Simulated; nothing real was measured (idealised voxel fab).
process module | voxel ribs on slabs
cross-section cut | 210 nm wide | cells 5 nm
A cross-section is a grid of square cells, given in bands from the top down. A band is one or more rows of cells.
Each band's line starts with the height of the band's top and of its bottom, in nm. Then come its materials from left to right, each with its width in nm. One material with "throughout" fills the band from edge to edge. "air" is empty space.
Height 0 is the level under which the wafer as received is all one material. The lowest band goes on downwards, as in "0 down".
A width such as "30 to 40" changes by the same amount from each row of cells to the next, from the band's top row to its bottom row.
"no change" after a step means that no cell of the cross-section changed.
closed voids: empty space of 8 cells or more with no open way to the top, each as width x height at its distance from the left edge, in nm
after a step's settings: what the simulator itself notes on the step
overlay nm, on a step with a mask: how far to the right of its planned place the mask lay; to the left if negative
plan
1 op RECEIVE | material Si
2 op DIRECTIONAL_DEP | material SiO2 | thk nm 25
3 op DIRECTIONAL_DEP | material SiN | thk nm 25
4 op DIRECTIONAL_DEP | material aC | thk nm 10
5 op PATTERN | tone cover | mask id RIB | material resist | width nm 15 | thk nm 25 | overlay nm 0
6 op DIRECTIONAL_ETCH | etch materials aC | depth nm 10
7 op STRIP | etch materials resist
8 op DIRECTIONAL_ETCH | etch materials SiN | depth nm 20
9 op STRIP | etch materials aC
10 op PATTERN | tone cover | mask id SLAB | material resist | width nm 45 | thk nm 15 | overlay nm -15
11 op DIRECTIONAL_ETCH | etch materials SiN | depth nm 5
12 op STRIP | etch materials resist
13 op FILL_DEP | material SiO2 | thk nm 20
14 op CMP | height nm 60
15 op DIRECTIONAL_DEP | material W | thk nm 10
16 op MASKED_ETCH | tone cover | mask id HEATER | width nm 25 | etch materials W | depth nm 10 | overlay nm 0
17 op CONFORMAL_DEP | material SiO2 | thk nm 5
varied across the wafers: overlay nm of step 10. The plan shows the first wafer's value. All wafers start alike
first wafer as received, after step 1
  0 down: Si throughout
  closed voids: none
first wafer at the end, after step 17
  75 to 70: air 85 | SiO2 35 | air 90
  70 to 65: air 85 | SiO2 5 | W 25 | SiO2 5 | air 90
  65 to 60: SiO2 90 | W 25 | SiO2 95
  60 to 50: SiO2 throughout
  50 to 30: SiO2 95 | SiN 15 | SiO2 100
  30 to 25: SiO2 65 | SiN 45 | SiO2 100
  25 to 0: SiO2 throughout
  0 down: Si throughout
  closed voids: none
last wafer at the end
  75 to 70: air 85 | SiO2 35 | air 90
  70 to 65: air 85 | SiO2 5 | W 25 | SiO2 5 | air 90
  65 to 60: SiO2 90 | W 25 | SiO2 95
  60 to 50: SiO2 throughout
  50 to 30: SiO2 95 | SiN 15 | SiO2 100
  30 to 25: SiO2 95 | SiN 45 | SiO2 70
  25 to 0: SiO2 throughout
  0 down: Si throughout
  closed voids: none
each wafer at the end: cells of each material gained (+) or lost (-) since it was received, then its closed voids
overlay nm -15 | +21 SiN | +529 SiO2 | +10 W | closed voids: none
overlay nm -10 | +21 SiN | +529 SiO2 | +10 W | closed voids: none
overlay nm -5 | +21 SiN | +529 SiO2 | +10 W | closed voids: none
overlay nm 0 | +21 SiN | +529 SiO2 | +10 W | closed voids: none
overlay nm 5 | +21 SiN | +529 SiO2 | +10 W | closed voids: none
overlay nm 10 | +21 SiN | +529 SiO2 | +10 W | closed voids: none
overlay nm 15 | +21 SiN | +529 SiO2 | +10 W | closed voids: none
